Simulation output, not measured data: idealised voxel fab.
process module | voxel ribs on slabs
cross-section cut | 205 nm wide | cells 5 nm
A cross-section is a grid of square cells, given in bands from the top down. A band is one or more rows of cells.
Each band's line starts with the height of the band's top and of its bottom, in nm. Then come its materials from left to right, each with its width in nm. One material with "throughout" fills the band from edge to edge. "air" is empty space.
Height 0 is the level under which the wafer as received is all one material. The lowest band goes on downwards, as in "0 down".
A width such as "30 to 40" changes by the same amount from each row of cells to the next, from the band's top row to its bottom row.
"no change" after a step means that no cell of the cross-section changed.
closed voids: empty space of 8 cells or more with no open way to the top, each as width x height at its distance from the left edge, in nm
after a step's settings: what the simulator itself notes on the step
overlay nm, on a step with a mask: how far to the right of its planned place the mask lay; to the left if negative
plan
1 op RECEIVE | material Si
2 op DIRECTIONAL_DEP | material SiO2 | thk nm 25
3 op DIRECTIONAL_DEP | material polySi | thk nm 20
4 op PATTERN | tone cover | mask id RIB | material resist | width nm 30 | thk nm 20 | overlay nm 0
5 op DIRECTIONAL_ETCH | etch materials polySi | depth nm 10
6 op STRIP | etch materials resist
7 op MASKED_ETCH | tone cover | mask id SLAB | width nm 60 | etch materials polySi | depth nm 10 | overlay nm 0
8 op FILL_DEP | material SiO2 | thk nm 25
9 op CMP | height nm 60
10 op DIRECTIONAL_DEP | material TiN | thk nm 5
11 op PATTERN | tone cover | mask id HEATER | material resist | width nm 40 | thk nm 20 | overlay nm 0
12 op DIRECTIONAL_ETCH | etch materials TiN | depth nm 5
13 op STRIP | etch materials resist
14 op CONFORMAL_DEP | material SiO2 | thk nm 10
as received, after step 1
  0 down: Si throughout
  closed voids: none
a wafer at the end: this start, this plan, one mistake
  75 to 70: air 70 | SiO2 60 | air 75
  70 to 65: SiO2 throughout
  65 to 60: SiO2 80 | TiN 40 | SiO2 85
  60 to 45: SiO2 throughout
  45 to 35: SiO2 85 | polySi 30 | SiO2 90
  35 to 25: SiO2 70 | polySi 65 | SiO2 70
  25 to 0: SiO2 throughout
  0 down: Si throughout
  closed voids: none
what went wrong: step 7 ran as: op MASKED_ETCH | tone cover | mask id SLAB | width nm 65 | etch materials polySi | depth nm 10 | overlay nm 0
